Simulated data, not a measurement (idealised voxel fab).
Process module heading - voxel air gaps
Xsec cut, 175 nm wide, square cell size 5 nm.
Cross-sections here: square-cell grids, written as top-down lists of bands, a band being one or more rows of cells. For a band, the entry starts with two heights in nm, that of the top and then that of the bottom, and carries on with the band's materials in order from left to right, each alongside its width in nm; the word "throughout" beside a single material means it fills the band edge to edge, and "empty" means empty space. Counting heights begins at 0, where everything beneath is, in the wafer as received, one material. The lowest band has no bottom; it goes on downwards, as "top 0, no bottom" shows. Width "30->40": first value at the band's top row of cells, second value at its bottom row, equal change from row to row. No cell of the cross-section changed in a step that is given as "same as before". Listed in "Voids, sealed": every empty space of 8 or more cells without an open way to the top. Form: width x height at distance, the distance being from the left edge, all in nm. On each step's line, the part that comes after the settings is the simulator's own comment on the step. A step line may carry the setting "overlay nm", which, for steps involving a mask, states the distance by which the mask lay to the right of its intended position; negative values denote displacement to the left.
## Steps planned for the process
step 1: RECEIVE | material Si
step 2: CONFORMAL_DEP | material SiO2 | thk nm 10
step 3: CONFORMAL_DEP | material SiN | thk nm 5
step 4: DIRECTIONAL_DEP | material lowk | thk nm 40
step 5: PATTERN | tone open | mask id LINES | material resist | width nm 20 | pitch nm 45 | thk nm 20 | overlay nm 0
step 6: DIRECTIONAL_ETCH | etch materials lowk | depth nm 40
step 7: STRIP | etch materials resist
step 8: CONFORMAL_DEP | material TiN | thk nm 5
step 9: FILL_DEP | material Cu | thk nm 10
step 10: CMP | height nm 55
step 11: EPI | material Ru | thk nm 10
step 12: SELECTIVE_ETCH | etch materials lowk | depth nm 50
step 13: CONFORMAL_DEP | material SiN | thk nm 5
## First of two wafers, with the run carried out as planned
## Here's what the wafer looked like in cross-section when it arrived - that's after step 1
* top 0, no bottom  Si throughout
* Voids, sealed: none
## Wafer after step 2 (cross-section)
* top 10, bottom 0  SiO2 throughout
* Lower than 0, everything is as it was.
## Wafer after step 3 (cross-section)
* top 15, bottom 10  SiN throughout
* Lower than 10, everything is as it was.
## Wafer after step 4 (cross-section)
* top 55, bottom 15  lowk throughout
* Lower than 15, everything is as it was.
## Wafer after step 5 (cross-section)
* top 75, bottom 55  resist 30 nm / empty 20 nm / resist 25 nm / empty 20 nm / resist 25 nm / empty 20 nm / resist 35 nm
* Lower than 55, everything is as it was.
## Wafer after step 6 (cross-section)
* top 75, bottom 55  resist 30 nm / empty 20 nm / resist 25 nm / empty 20 nm / resist 25 nm / empty 20 nm / resist 35 nm
* top 55, bottom 15  lowk 30 nm / empty 20 nm / lowk 25 nm / empty 20 nm / lowk 25 nm / empty 20 nm / lowk 35 nm
* Lower than 15, everything is as it was.
## Wafer after step 7 (cross-section)
* top 55, bottom 15  lowk 30 nm / empty 20 nm / lowk 25 nm / empty 20 nm / lowk 25 nm / empty 20 nm / lowk 35 nm
* Lower than 15, everything is as it was.
## Wafer after step 8 (cross-section)
* top 60, bottom 55  TiN 35 nm / empty 10 nm / TiN 35 nm / empty 10 nm / TiN 35 nm / empty 10 nm / TiN 40 nm
* top 55, bottom 20  lowk 30 nm / TiN 5 nm / empty 10 nm / TiN 5 nm / lowk 25 nm / TiN 5 nm / empty 10 nm / TiN 5 nm / lowk 25 nm / TiN 5 nm / empty 10 nm / TiN 5 nm / lowk 35 nm
* top 20, bottom 15  lowk 30 nm / TiN 20 nm / lowk 25 nm / TiN 20 nm / lowk 25 nm / TiN 20 nm / lowk 35 nm
* Lower than 15, everything is as it was.
## Wafer after step 9 (cross-section)
* top 70, bottom 60  Cu throughout
* top 60, bottom 55  TiN 35 nm / Cu 10 nm / TiN 35 nm / Cu 10 nm / TiN 35 nm / Cu 10 nm / TiN 40 nm
* top 55, bottom 20  lowk 30 nm / TiN 5 nm / Cu 10 nm / TiN 5 nm / lowk 25 nm / TiN 5 nm / Cu 10 nm / TiN 5 nm / lowk 25 nm / TiN 5 nm / Cu 10 nm / TiN 5 nm / lowk 35 nm
* Lower than 20, everything is as it was.
## Wafer after step 10 (cross-section)
* top 55, bottom 20  lowk 30 nm / TiN 5 nm / Cu 10 nm / TiN 5 nm / lowk 25 nm / TiN 5 nm / Cu 10 nm / TiN 5 nm / lowk 25 nm / TiN 5 nm / Cu 10 nm / TiN 5 nm / lowk 35 nm
* Lower than 20, everything is as it was.
## Wafer after step 11 (cross-section)
* top 65, bottom 55  empty 20 nm / Ru 40 nm / empty 5 nm / Ru 40 nm / empty 5 nm / Ru 40 nm / empty 25 nm
* Lower than 55, everything is as it was.
## Wafer after step 12 (cross-section)
* top 65, bottom 55  empty 20 nm / Ru 40 nm / empty 5 nm / Ru 40 nm / empty 5 nm / Ru 40 nm / empty 25 nm
* top 55, bottom 20  empty 30 nm / TiN 5 nm / Cu 10 nm / TiN 5 nm / empty 25 nm / TiN 5 nm / Cu 10 nm / TiN 5 nm / empty 25 nm / TiN 5 nm / Cu 10 nm / TiN 5 nm / empty 35 nm
* top 20, bottom 15  empty 30 nm / TiN 20 nm / empty 25 nm / TiN 20 nm / empty 25 nm / TiN 20 nm / empty 35 nm
* Lower than 15, everything is as it was.
## Wafer after step 13 (cross-section)
* top 70, bottom 65  empty 15 nm / SiN 140 nm / empty 20 nm
* top 65, bottom 55  empty 15 nm / SiN 5 nm / Ru 40 nm / SiN 5 nm / Ru 40 nm / SiN 5 nm / Ru 40 nm / SiN 5 nm / empty 20 nm
* top 55, bottom 50  empty 15 nm / SiN 15 nm / TiN 5 nm / Cu 10 nm / TiN 5 nm / SiN 25 nm / TiN 5 nm / Cu 10 nm / TiN 5 nm / SiN 25 nm / TiN 5 nm / Cu 10 nm / TiN 5 nm / SiN 15 nm / empty 20 nm
* top 50, bottom 20  empty 25 nm / SiN 5 nm / TiN 5 nm / Cu 10 nm / TiN 5 nm / SiN 5 nm / empty 15 nm / SiN 5 nm / TiN 5 nm / Cu 10 nm / TiN 5 nm / SiN 5 nm / empty 15 nm / SiN 5 nm / TiN 5 nm / Cu 10 nm / TiN 5 nm / SiN 5 nm / empty 30 nm
* top 20, bottom 15  SiN 30 nm / TiN 20 nm / SiN 25 nm / TiN 20 nm / SiN 25 nm / TiN 20 nm / SiN 35 nm
* Lower than 15, everything is as it was.
* Voids, sealed: 15 x 30 at 55; 15 x 30 at 100
## second wafer: like start, like plan, one mistake. Through step 4 it matches the first wafer
## The second wafer in cross-section, at the planned close of step 5
* top 75, bottom 55  empty 30 nm / resist 20 nm / empty 25 nm / resist 20 nm / empty 25 nm / resist 20 nm / empty 35 nm
* Lower than 55, everything is as it was.
## The second wafer in cross-section, at the planned close of step 6
* top 75, bottom 55  empty 30 nm / resist 20 nm / empty 25 nm / resist 20 nm / empty 25 nm / resist 20 nm / empty 35 nm
* top 55, bottom 15  empty 30 nm / lowk 20 nm / empty 25 nm / lowk 20 nm / empty 25 nm / lowk 20 nm / empty 35 nm
* Lower than 15, everything is as it was.
## The second wafer in cross-section, at the planned close of step 7
* top 55, bottom 15  empty 30 nm / lowk 20 nm / empty 25 nm / lowk 20 nm / empty 25 nm / lowk 20 nm / empty 35 nm
* Lower than 15, everything is as it was.
## The second wafer in cross-section, at the planned close of step 8
* top 60, bottom 55  empty 25 nm / TiN 30 nm / empty 15 nm / TiN 30 nm / empty 15 nm / TiN 30 nm / empty 30 nm
* top 55, bottom 20  empty 25 nm / TiN 5 nm / lowk 20 nm / TiN 5 nm / empty 15 nm / TiN 5 nm / lowk 20 nm / TiN 5 nm / empty 15 nm / TiN 5 nm / lowk 20 nm / TiN 5 nm / empty 30 nm
* top 20, bottom 15  TiN 30 nm / lowk 20 nm / TiN 25 nm / lowk 20 nm / TiN 25 nm / lowk 20 nm / TiN 35 nm
* Lower than 15, everything is as it was.
## The second wafer in cross-section, at the planned close of step 9
* top 70, bottom 60  Cu throughout
* top 60, bottom 55  Cu 25 nm / TiN 30 nm / Cu 15 nm / TiN 30 nm / Cu 15 nm / TiN 30 nm / Cu 30 nm
* top 55, bottom 20  Cu 25 nm / TiN 5 nm / lowk 20 nm / TiN 5 nm / Cu 15 nm / TiN 5 nm / lowk 20 nm / TiN 5 nm / Cu 15 nm / TiN 5 nm / lowk 20 nm / TiN 5 nm / Cu 30 nm
* Lower than 20, everything is as it was.
## The second wafer in cross-section, at the planned close of step 10
* top 55, bottom 20  Cu 25 nm / TiN 5 nm / lowk 20 nm / TiN 5 nm / Cu 15 nm / TiN 5 nm / lowk 20 nm / TiN 5 nm / Cu 15 nm / TiN 5 nm / lowk 20 nm / TiN 5 nm / Cu 30 nm
* Lower than 20, everything is as it was.
## The second wafer in cross-section, at the planned close of step 11
* top 65, bottom 55  Ru throughout
* Lower than 55, everything is as it was.
The second wafer in cross-section, at the planned close of step 12: same as before
## The second wafer in cross-section, at the planned close of step 13
* top 70, bottom 65  SiN throughout
* Lower than 65, everything is as it was.
Here's what went sideways: step 5 ran with different settings than intended, the actual operation and settings being PATTERN | tone cover | mask id LINES | material resist | width nm 20 | pitch nm 45 | thk nm 20 | overlay nm 0
The final cell counts differ between the wafers, with the second having more or fewer of some materials than the first: Cu +77, Ru +22, SiN -76, TiN +11, lowk +96
Final closed voids: first wafer 2, second wafer 0.
